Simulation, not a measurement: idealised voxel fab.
Process module under the name voxel fin reveal
FYI the section here is cut, 205 nm wide, cells are 5 nm squares.
Cross-section spec: square-cell grid; bands listed top down; each band is one or more rows. The band entry comprises the height of the band's top followed by the height of its bottom, expressed in nm, and subsequently the band's materials from left to right, each stated together with its width in nm. Where a single material is marked with the word "everywhere", that material fills the band from edge to edge. The word "air" represents empty space. It should be noted that heights are counted from 0, beneath which the wafer as supplied is of one material throughout, and that the lowest band possesses no lower boundary but continues downward, as written in "0 and below". Quick explanation for "30 to 40": the width changes in equal steps down the rows of cells, from the first number in the band's top row to the second number in its bottom row. For the purposes of this document, the phrase "remained the same" attached to a step denotes that no cell within the cross-section was modified by that step. "Voids, enclosed" specifies each empty space that is not open to the top and that occupies no fewer than 8 cells, using the form width x height at distance, the distance measured from the left edge and all three quantities in nm. What comes after the settings on a step's line is commentary from the simulator itself on that step. You can add "overlay nm" to a step's line. For a step with a mask, it describes how far the mask lay to the right of its planned position, and a negative number describes a lay to the left.

**The following list gives the planned process steps**
step 1: RECEIVE [material Si]
step 2: CONFORMAL_DEP [material SiN] [thk nm 5]
step 3: DIRECTIONAL_DEP [material aC] [thk nm 15]
step 4: PATTERN [tone cover] [mask id FINS] [material resist] [width nm 15] [pitch nm 40] [thk nm 30] [overlay nm 0]
step 5: DIRECTIONAL_ETCH [etch materials aC] [depth nm 15]
step 6: STRIP [etch materials resist]
step 7: DIRECTIONAL_ETCH [etch materials SiN] [depth nm 5]
step 8: DIRECTIONAL_ETCH [etch materials Si] [depth nm 40]
step 9: STRIP [etch materials aC]
step 10: OXIDIZE [depth nm 5]
step 11: FILL_DEP [material SiO2] [thk nm 15]
step 12: CMP [height nm 5]
step 13: SELECTIVE_ETCH [etch materials SiO2] [depth nm 30]
step 14: STRIP [etch materials SiN]
step 15: CONFORMAL_DEP [material HfO2] [thk nm 5]

**Wafer cross-section on receipt, i.e. after step 1**
* 0 and below  Si everywhere
* Voids, enclosed: none

**Wafer at module end, in section. Began as above, planned as above, run with one mistake**
* 5 down to 0  50 nm air  25 nm HfO2  15 nm air  25 nm HfO2  15 nm air  25 nm HfO2  50 nm air
* 0 down to -35  50 nm air  5 nm HfO2  5 nm SiO2  5 nm Si  5 nm SiO2  5 nm HfO2  15 nm air  5 nm HfO2  5 nm SiO2  5 nm Si  5 nm SiO2  5 nm HfO2  15 nm air  5 nm HfO2  5 nm SiO2  5 nm Si  5 nm SiO2  5 nm HfO2  50 nm air
* -35 down to -40  55 nm HfO2  5 nm SiO2  5 nm Si  5 nm SiO2  25 nm HfO2  5 nm SiO2  5 nm Si  5 nm SiO2  25 nm HfO2  5 nm SiO2  5 nm Si  5 nm SiO2  55 nm HfO2
* -40 down to -45  60 nm SiO2  5 nm Si  35 nm SiO2  5 nm Si  35 nm SiO2  5 nm Si  60 nm SiO2
* -45 and below  Si everywhere
* Voids, enclosed: none
Where did the run depart from the plan? step 11 was run on a setting that differed from the plan, and what really ran there is FILL_DEP [material SiN] [thk nm 15]
